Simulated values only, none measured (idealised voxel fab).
Process module name: voxel released beams
Section cut is 240 nm wide and gridded with 5 nm square cells.
Cross-section = grid of square cells, listed top down in bands; band = one or more rows. Band entry format. Leading values: height of top, height of bottom, nm. Remainder: materials in left-to-right order, each with its width in nm. Special words: "throughout" on a single material, which then fills the band edge to edge; "air", empty space. The reference from which all heights are counted is 0, the level beneath which the as-received wafer is entirely one material; the lowest band, having no lower bound, proceeds downward and is written after the example "z 0 and below". Width: "30..40" (first number = top row, second number = bottom row, same change from row to row of cells). The cross-section has no changed cell in any step marked "remains unaltered". Entry "Enclosed void catalog" = empty spaces >= 8 cells with no open way to the top; each as width x height at distance, distance from left edge, all nm. Post-settings text on a step line: simulator's own remark regarding the step. A step's line can hold "overlay nm"; with a mask on that step, the setting says how far right of the planned place the mask lay, while a negative setting says it lay to the left.
[Here's what the planned process steps look like]
1: RECEIVE: material Si
2: CONFORMAL_DEP: material SiN, thk nm 5
3: DIRECTIONAL_DEP: material SiO2, thk nm 15
4: PATTERN: tone open, mask id ANCHOR, material resist, width nm 40, thk nm 15, overlay nm 0
5: DIRECTIONAL_ETCH: etch materials SiO2, depth nm 15
6: STRIP: etch materials resist
7: CONFORMAL_DEP: material TiN, thk nm 15
8: MASKED_ETCH: tone cover, mask id BEAM, width nm 85, etch materials TiN, depth nm 15, overlay nm 0
9: STRIP: etch materials SiO2
[as received, after step 1]
> z 0 and below | Si throughout
> Enclosed void catalog: none
[Module complete - cross-section of the first of two wafers, run according to plan]
> z 35 to 20 | air (75) | TiN (20) | air (10) | TiN (55) | air (80)
> z 20 to 5 | air (80) | TiN (40) | air (120)
> z 5 to 0 | SiN throughout
> z 0 and below | Si throughout
> Enclosed void catalog: none
[Here's the second of our two wafers sectioned at module end. Same start as the first, same plan, but one mistake got made running it]
> z 35 to 20 | air (85) | TiN (10) | air (10) | TiN (65) | air (70)
> z 20 to 5 | air (80) | TiN (40) | air (120)
> z 5 to 0 | SiN throughout
> z 0 and below | Si throughout
> Enclosed void catalog: none
Run error: planned and actual differ for step 8; actual: MASKED_ETCH: tone cover, mask id BEAM, width nm 85, etch materials TiN, depth nm 15, overlay nm 10
The two final wafers agree on how many cells each material fills and disagree on which cells those are.
